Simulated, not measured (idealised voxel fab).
Process module, titled voxel double patterning
It is cross-section cut that appears here, measuring 170 nm in width, its square cells being 5 nm in size.
Heads up, the way a cross-section reads in here is a grid of square cells, handed over as bands from the top down, with every band being one or more rows of cells.
First you get the band's top height and its bottom height, in nm, and then the materials it's made of, left to right, with each width in nm. If you see a single material with "throughout", that one covers the band edge to edge. "air" is empty space.
It should be noted that heights are counted from 0, beneath which the wafer as supplied is of one material throughout, and that the lowest band possesses no lower boundary but continues downward, as written in "0 down".
With a width like "30..40", each row of cells in the band differs from the next by the same amount, the top row carrying the first number and the bottom row the second.
Take "no change occurred" at face value: in the step it is given for, the cross-section changed in none of its cells.
If an empty space has no open way to the top and is at least 8 cells in size, "Voids, sealed" lists it, written width x height at distance, where distance is measured from the left edge and every value is in nm.
Heads up: the bit after the settings on a step's line is the simulator's remark on that step.
You can add "overlay nm" to a step's line. For a step with a mask, it describes how far the mask lay to the right of its planned position, and a negative number describes a lay to the left.

Process steps (planned):
| 1 | RECEIVE,material Si |
| 2 | CONFORMAL_DEP,material SiN,thk nm 10 |
| 3 | DIRECTIONAL_DEP,material SiO2,thk nm 10 |
| 4 | DIRECTIONAL_DEP,material SiCN,thk nm 5 |
| 5 | DIRECTIONAL_DEP,material aC,thk nm 15 |
| 6 | PATTERN,tone open,mask id FIRST,material resist,width nm 15,pitch nm 50,thk nm 30,overlay nm 0 |
| 7 | DIRECTIONAL_ETCH,etch materials aC,depth nm 15 |
| 8 | STRIP,etch materials resist |
| 9 | DIRECTIONAL_ETCH,etch materials SiCN,depth nm 5 |
| 10 | STRIP,etch materials aC |
| 11 | DIRECTIONAL_DEP,material aC,thk nm 15 |
| 12 | PATTERN,tone open,mask id SECOND,material resist,width nm 15,pitch nm 50,thk nm 30,overlay nm 0 |
| 13 | DIRECTIONAL_ETCH,etch materials aC,depth nm 15 |
| 14 | STRIP,etch materials resist |
| 15 | DIRECTIONAL_ETCH,etch materials SiCN,depth nm 5 |
| 16 | STRIP,etch materials aC |
| 17 | DIRECTIONAL_ETCH,etch materials SiO2,depth nm 10 |
| 18 | STRIP,etch materials SiCN |

Cross-section: wafer on arrival = after step 1:
- 0 down = Si throughout
- Voids, sealed: none

Figure: cross-sectional view of the wafer upon completion of the module, processed from the initial state and according to the plan depicted above, with one error introduced during execution:
- 20 to 10 = SiO2: 25, then air: 20, then SiO2: 5, then air: 15, then SiO2: 10, then air: 20, then SiO2: 5, then air: 15, then SiO2: 10, then air: 20, then SiO2: 25
- 10 to 0 = SiN throughout
- 0 down = Si throughout
- Voids, sealed: none
So what did we get wrong on this run? the process deviated at step 6: the operation and settings actually run there were PATTERN,tone open,mask id FIRST,material resist,width nm 20,pitch nm 50,thk nm 30,overlay nm 0
